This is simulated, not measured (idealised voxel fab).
process module | voxel lift off
cross-section cut | 290 nm wide | cells 5 nm
A cross-section is a grid of square cells, given in bands from the top down. A band is one or more rows of cells.
Each band's line starts with the height of the band's top and of its bottom, in nm. Then come its materials from left to right, each with its width in nm. One material with "throughout" fills the band from edge to edge. "air" is empty space.
Height 0 is the level under which the wafer as received is all one material. The lowest band goes on downwards, as in "0 down".
A width such as "30 to 40" changes by the same amount from each row of cells to the next, from the band's top row to its bottom row.
"no change" after a step means that no cell of the cross-section changed.
closed voids: empty space of 8 cells or more with no open way to the top, each as width x height at its distance from the left edge, in nm
after a step's settings: what the simulator itself notes on the step
overlay nm, on a step with a mask: how far to the right of its planned place the mask lay; to the left if negative
plan
1 op RECEIVE | material Si
2 op CONFORMAL_DEP | material SiO2 | thk nm 10
3 op PATTERN | tone open | mask id LINES | material resist | width nm 20 | pitch nm 35 | thk nm 20 | overlay nm 0
4 op DIRECTIONAL_DEP | material Ru | thk nm 10
5 op STRIP | etch materials resist
6 op CONFORMAL_DEP | material SiCN | thk nm 5
as received, after step 1
  0 down: Si throughout
  closed voids: none
a wafer at the end: this start, this plan, one mistake
  20 to 10: air 80 | Ru 20 | air 15 | Ru 20 | air 15 | Ru 20 | air 15 | Ru 20 | air 85
  10 to 0: SiO2 throughout
  0 down: Si throughout
  closed voids: none
what went wrong: step 6 was left out
